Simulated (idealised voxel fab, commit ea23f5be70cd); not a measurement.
A process module follows: voxel trench capacitor.
175 nm wide, 5 nm square cells: that's cross-section cut.
Cross-sections here: square-cell grids, written as top-down lists of bands, a band being one or more rows of cells. Band: top height; bottom height; in nm. Then, left to right: material with width in nm, for each material. "everywhere": a single material spanning edge to edge. "blank": empty space. A quick word on heights: they are counted from 0, and under that level the wafer as it came to us is one material throughout. The lowest band is different from the rest in having no bottom; it simply continues downward, written as in "0..down". Note: "30 to 40" means the width goes from the first number (top row of the band) to the second number (bottom row) in equal steps per row of cells. When a step is marked "nothing different", none of the cells in the cross-section changed during that step. Empty spaces counting at least 8 cells and having no open way to the top are listed in "Closed empty spaces". The notation width x height at distance is used for each, the distance being from the left edge and all three values in nm. That trailing text on a step's line, after the settings, is the simulator's own remark on the step. overlay nm: on a step with a mask, how far right of its planned place the mask lay; negative means left.
Here's what the planned process steps look like:
1) RECEIVE with material Si
2) CONFORMAL_DEP with material SiN, thk nm 10
3) DIRECTIONAL_DEP with material aC, thk nm 15
4) PATTERN with tone open, mask id TRENCH, material resist, width nm 25, pitch nm 40, thk nm 30, overlay nm 0
5) DIRECTIONAL_ETCH with etch materials aC, depth nm 15
6) STRIP with etch materials resist
7) DIRECTIONAL_ETCH with etch materials SiN, depth nm 10
8) DIRECTIONAL_ETCH with etch materials Si, depth nm 35
9) STRIP with etch materials aC
10) CONFORMAL_DEP with material Al2O3, thk nm 5
11) CONFORMAL_DEP with material TiN, thk nm 5
12) FILL_DEP with material W, thk nm 10
13) CMP with height nm 10
On the first of the two wafers: run conducted according to plan:
Wafer at receipt (post step 1), cross-section:
* 0..down  Si everywhere
* Closed empty spaces: none
After step 2: wafer cross-section:
* 10..0  SiN everywhere
* Beneath the level 0, the cross-section is identical to its previous state.
After step 3: wafer cross-section:
* 25..10  aC everywhere
* Beneath the level 10, the cross-section is identical to its previous state.
After step 4: wafer cross-section:
* 55..25  35 resist | 25 blank | 15 resist | 25 blank | 15 resist | 25 blank | 35 resist
* Beneath the level 25, the cross-section is identical to its previous state.
After step 5: wafer cross-section:
* 40..25  35 resist | 25 blank | 15 resist | 25 blank | 15 resist | 25 blank | 35 resist
* 25..10  35 aC | 25 blank | 15 aC | 25 blank | 15 aC | 25 blank | 35 aC
* Beneath the level 10, the cross-section is identical to its previous state.
After step 6: wafer cross-section:
* 25..10  35 aC | 25 blank | 15 aC | 25 blank | 15 aC | 25 blank | 35 aC
* Beneath the level 10, the cross-section is identical to its previous state.
After step 7: wafer cross-section:
* 25..10  35 aC | 25 blank | 15 aC | 25 blank | 15 aC | 25 blank | 35 aC
* 10..0  35 SiN | 25 blank | 15 SiN | 25 blank | 15 SiN | 25 blank | 35 SiN
* Beneath the level 0, the cross-section is identical to its previous state.
After step 8: wafer cross-section:
* 25..10  35 aC | 25 blank | 15 aC | 25 blank | 15 aC | 25 blank | 35 aC
* 10..0  35 SiN | 25 blank | 15 SiN | 25 blank | 15 SiN | 25 blank | 35 SiN
* 0..-35  35 Si | 25 blank | 15 Si | 25 blank | 15 Si | 25 blank | 35 Si
* Beneath the level -35, the cross-section is identical to its previous state.
After step 9: wafer cross-section:
* 10..0  35 SiN | 25 blank | 15 SiN | 25 blank | 15 SiN | 25 blank | 35 SiN
* Beneath the level 0, the cross-section is identical to its previous state.
After step 10: wafer cross-section:
* 15..10  40 Al2O3 | 15 blank | 25 Al2O3 | 15 blank | 25 Al2O3 | 15 blank | 40 Al2O3
* 10..0  35 SiN | 5 Al2O3 | 15 blank | 5 Al2O3 | 15 SiN | 5 Al2O3 | 15 blank | 5 Al2O3 | 15 SiN | 5 Al2O3 | 15 blank | 5 Al2O3 | 35 SiN
* 0..-30  35 Si | 5 Al2O3 | 15 blank | 5 Al2O3 | 15 Si | 5 Al2O3 | 15 blank | 5 Al2O3 | 15 Si | 5 Al2O3 | 15 blank | 5 Al2O3 | 35 Si
* -30..-35  35 Si | 25 Al2O3 | 15 Si | 25 Al2O3 | 15 Si | 25 Al2O3 | 35 Si
* Beneath the level -35, the cross-section is identical to its previous state.
After step 11: wafer cross-section:
* 20..15  45 TiN | 5 blank | 35 TiN | 5 blank | 35 TiN | 5 blank | 45 TiN
* 15..10  40 Al2O3 | 5 TiN | 5 blank | 5 TiN | 25 Al2O3 | 5 TiN | 5 blank | 5 TiN | 25 Al2O3 | 5 TiN | 5 blank | 5 TiN | 40 Al2O3
* 10..0  35 SiN | 5 Al2O3 | 5 TiN | 5 blank | 5 TiN | 5 Al2O3 | 15 SiN | 5 Al2O3 | 5 TiN | 5 blank | 5 TiN | 5 Al2O3 | 15 SiN | 5 Al2O3 | 5 TiN | 5 blank | 5 TiN | 5 Al2O3 | 35 SiN
* 0..-25  35 Si | 5 Al2O3 | 5 TiN | 5 blank | 5 TiN | 5 Al2O3 | 15 Si | 5 Al2O3 | 5 TiN | 5 blank | 5 TiN | 5 Al2O3 | 15 Si | 5 Al2O3 | 5 TiN | 5 blank | 5 TiN | 5 Al2O3 | 35 Si
* -25..-30  35 Si | 5 Al2O3 | 15 TiN | 5 Al2O3 | 15 Si | 5 Al2O3 | 15 TiN | 5 Al2O3 | 15 Si | 5 Al2O3 | 15 TiN | 5 Al2O3 | 35 Si
* Beneath the level -30, the cross-section is identical to its previous state.
After step 12: wafer cross-section:
* 30..20  W everywhere
* 20..15  45 TiN | 5 W | 35 TiN | 5 W | 35 TiN | 5 W | 45 TiN
* 15..10  40 Al2O3 | 5 TiN | 5 W | 5 TiN | 25 Al2O3 | 5 TiN | 5 W | 5 TiN | 25 Al2O3 | 5 TiN | 5 W | 5 TiN | 40 Al2O3
* 10..0  35 SiN | 5 Al2O3 | 5 TiN | 5 W | 5 TiN | 5 Al2O3 | 15 SiN | 5 Al2O3 | 5 TiN | 5 W | 5 TiN | 5 Al2O3 | 15 SiN | 5 Al2O3 | 5 TiN | 5 W | 5 TiN | 5 Al2O3 | 35 SiN
* 0..-25  35 Si | 5 Al2O3 | 5 TiN | 5 W | 5 TiN | 5 Al2O3 | 15 Si | 5 Al2O3 | 5 TiN | 5 W | 5 TiN | 5 Al2O3 | 15 Si | 5 Al2O3 | 5 TiN | 5 W | 5 TiN | 5 Al2O3 | 35 Si
* Beneath the level -25, the cross-section is identical to its previous state.
After step 13: wafer cross-section:
* 10..0  35 SiN | 5 Al2O3 | 5 TiN | 5 W | 5 TiN | 5 Al2O3 | 15 SiN | 5 Al2O3 | 5 TiN | 5 W | 5 TiN | 5 Al2O3 | 15 SiN | 5 Al2O3 | 5 TiN | 5 W | 5 TiN | 5 Al2O3 | 35 SiN
* Beneath the level 0, the cross-section is identical to its previous state.
For the second wafer, take the first wafer's start and plan, then add one mistake made in running it; everything through step 3, that step included, is shared with the first:
Second wafer, cut view, end of step 4 per plan:
* 55..25  40 resist | 15 blank | 25 resist | 15 blank | 25 resist | 15 blank | 40 resist
* Beneath the level 25, the cross-section is identical to its previous state.
Second wafer, cut view, end of step 5 per plan:
* 40..25  40 resist | 15 blank | 25 resist | 15 blank | 25 resist | 15 blank | 40 resist
* 25..10  40 aC | 15 blank | 25 aC | 15 blank | 25 aC | 15 blank | 40 aC
* Beneath the level 10, the cross-section is identical to its previous state.
Second wafer, cut view, end of step 6 per plan:
* 25..10  40 aC | 15 blank | 25 aC | 15 blank | 25 aC | 15 blank | 40 aC
* Beneath the level 10, the cross-section is identical to its previous state.
Second wafer, cut view, end of step 7 per plan:
* 25..10  40 aC | 15 blank | 25 aC | 15 blank | 25 aC | 15 blank | 40 aC
* 10..0  40 SiN | 15 blank | 25 SiN | 15 blank | 25 SiN | 15 blank | 40 SiN
* Beneath the level 0, the cross-section is identical to its previous state.
Second wafer, cut view, end of step 8 per plan:
* 25..10  40 aC | 15 blank | 25 aC | 15 blank | 25 aC | 15 blank | 40 aC
* 10..0  40 SiN | 15 blank | 25 SiN | 15 blank | 25 SiN | 15 blank | 40 SiN
* 0..-35  40 Si | 15 blank | 25 Si | 15 blank | 25 Si | 15 blank | 40 Si
* Beneath the level -35, the cross-section is identical to its previous state.
Second wafer, cut view, end of step 9 per plan:
* 10..0  40 SiN | 15 blank | 25 SiN | 15 blank | 25 SiN | 15 blank | 40 SiN
* Beneath the level 0, the cross-section is identical to its previous state.
Second wafer, cut view, end of step 10 per plan:
* 15..10  45 Al2O3 | 5 blank | 35 Al2O3 | 5 blank | 35 Al2O3 | 5 blank | 45 Al2O3
* 10..0  40 SiN | 5 Al2O3 | 5 blank | 5 Al2O3 | 25 SiN | 5 Al2O3 | 5 blank | 5 Al2O3 | 25 SiN | 5 Al2O3 | 5 blank | 5 Al2O3 | 40 SiN
* 0..-30  40 Si | 5 Al2O3 | 5 blank | 5 Al2O3 | 25 Si | 5 Al2O3 | 5 blank | 5 Al2O3 | 25 Si | 5 Al2O3 | 5 blank | 5 Al2O3 | 40 Si
* -30..-35  40 Si | 15 Al2O3 | 25 Si | 15 Al2O3 | 25 Si | 15 Al2O3 | 40 Si
* Beneath the level -35, the cross-section is identical to its previous state.
Second wafer, cut view, end of step 11 per plan:
* 20..15  TiN everywhere
* 15..10  45 Al2O3 | 5 TiN | 35 Al2O3 | 5 TiN | 35 Al2O3 | 5 TiN | 45 Al2O3
* 10..0  40 SiN | 5 Al2O3 | 5 TiN | 5 Al2O3 | 25 SiN | 5 Al2O3 | 5 TiN | 5 Al2O3 | 25 SiN | 5 Al2O3 | 5 TiN | 5 Al2O3 | 40 SiN
* 0..-30  40 Si | 5 Al2O3 | 5 TiN | 5 Al2O3 | 25 Si | 5 Al2O3 | 5 TiN | 5 Al2O3 | 25 Si | 5 Al2O3 | 5 TiN | 5 Al2O3 | 40 Si
* Beneath the level -30, the cross-section is identical to its previous state.
Second wafer, cut view, end of step 12 per plan:
* 30..20  W everywhere
* Beneath the level 20, the cross-section is identical to its previous state.
Second wafer, cut view, end of step 13 per plan:
* 10..0  40 SiN | 5 Al2O3 | 5 TiN | 5 Al2O3 | 25 SiN | 5 Al2O3 | 5 TiN | 5 Al2O3 | 25 SiN | 5 Al2O3 | 5 TiN | 5 Al2O3 | 40 SiN
* Beneath the level 0, the cross-section is identical to its previous state.
So what did we get wrong on this run? the process deviated at step 4: the operation and settings actually run there were PATTERN with tone open, mask id TRENCH, material resist, width nm 15, pitch nm 40, thk nm 30, overlay nm 0
Final cells, second wafer relative to first, materials higher or lower: Al2O3: 6 fewer | Si: 42 more | SiN: 12 more | TiN: 27 fewer | W: 21 fewer
